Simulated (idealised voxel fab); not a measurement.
Herein follows the process module entitled voxel wiring stack.
Square cells of 5 nm make up the cross-section cut, whose width is 215 nm.
How to read a cross-section here: the picture is a grid of square cells, written as bands going from the top down, and any band can span one or more rows of cells. Top, bottom (nm), then materials left to right with widths (nm); lone material tagged "throughout" fills the whole band edge to edge; "blank" = empty space. Heads up on the height convention: 0 is the point under which the incoming wafer is all one material, and the lowest band has no bottom, it just keeps going down, like "top 0, no bottom". Quick explanation for "30 to 40": the width changes in equal steps down the rows of cells, from the first number in the band's top row to the second number in its bottom row. Step note "stayed the same" = no cross-section cell changed. This entry, "Sealed void list", enumerates those empty regions of no fewer than 8 cells that possess no open connection to the top. Each region is reported in the form width x height at distance, the distance being taken from the left edge, with all three quantities expressed in nm. Step line, after settings: the simulator's comment on this step. Among the settings permitted on a step's line is "overlay nm"; applied to a step with a mask, it specifies the extent to which the mask lay to the right of its planned position, whereas a negative figure signifies a position to the left.
THE PROCESS STEPS THAT WERE PLANNED ARE LISTED BELOW
step 1: RECEIVE: material Si
step 2: CONFORMAL_DEP: material SiO2, thk nm 15
step 3: DIRECTIONAL_DEP: material TiN, thk nm 5
step 4: DIRECTIONAL_DEP: material Ru, thk nm 20
step 5: PATTERN: tone cover, mask id METAL_1, material resist, width nm 20, pitch nm 45, thk nm 15, overlay nm 0
step 6: DIRECTIONAL_ETCH: etch materials Ru, depth nm 20
step 7: DIRECTIONAL_ETCH: etch materials TiN, depth nm 5
step 8: STRIP: etch materials resist
step 9: FILL_DEP: material lowk, thk nm 5
step 10: CMP: height nm 40
step 11: CONFORMAL_DEP: material SiCN, thk nm 5
step 12: DIRECTIONAL_DEP: material SiO2, thk nm 35
step 13: PATTERN: tone open, mask id METAL_2, material resist, width nm 20, pitch nm 45, thk nm 20, overlay nm 0
step 14: DIRECTIONAL_ETCH: etch materials SiO2, depth nm 10
step 15: STRIP: etch materials resist
step 16: DIRECTIONAL_DEP: material aC, thk nm 15
step 17: PATTERN: tone open, mask id METAL_2_HOLES, material resist, width nm 15, pitch nm 90, thk nm 35, overlay nm 0
step 18: DIRECTIONAL_ETCH: etch materials aC, depth nm 15
step 19: STRIP: etch materials resist
step 20: DIRECTIONAL_ETCH: etch materials SiO2, depth nm 15
step 21: DIRECTIONAL_ETCH: etch materials SiCN, depth nm 5
step 22: STRIP: etch materials aC
step 23: CONFORMAL_DEP: material TiN, thk nm 5
step 24: FILL_DEP: material Cu, thk nm 5
step 25: CMP: height nm 80
step 26: CONFORMAL_DEP: material SiN, thk nm 5
The depth nm used in step 14 is not the same on every wafer, whereas the starting condition is; the value printed in the plan is the first wafer's.
FIRST WAFER AS RECEIVED, AFTER STEP 1
top 0, no bottom  Si throughout
Sealed void list: none
EACH ROW BELOW IS A WAFER AT THE END OF THE MODULE, LISTING FOR EVERY MATERIAL THE NUMBER OF CELLS IT HAS GAINED (+) OR LOST (-) SINCE IT WAS RECEIVED, FOLLOWED BY ITS CLOSED VOIDS
depth nm 10; +14 Cu; +64 Ru; +43 SiCN; +43 SiN; +380 SiO2; +52 TiN; +135 lowk; Sealed void list: none
depth nm 15; +22 Cu; +64 Ru; +43 SiCN; +43 SiN; +364 SiO2; +60 TiN; +135 lowk; Sealed void list: none
depth nm 20; +32 Cu; +64 Ru; +37 SiCN; +43 SiN; +348 SiO2; +72 TiN; +135 lowk; Sealed void list: none
depth nm 25; +38 Cu; +64 Ru; +37 SiCN; +43 SiN; +338 SiO2; +76 TiN; +135 lowk; Sealed void list: none
depth nm 30; +44 Cu; +64 Ru; +37 SiCN; +43 SiN; +328 SiO2; +80 TiN; +135 lowk; Sealed void list: none
depth nm 35; +50 Cu; +64 Ru; +37 SiCN; +43 SiN; +318 SiO2; +84 TiN; +135 lowk; Sealed void list: none
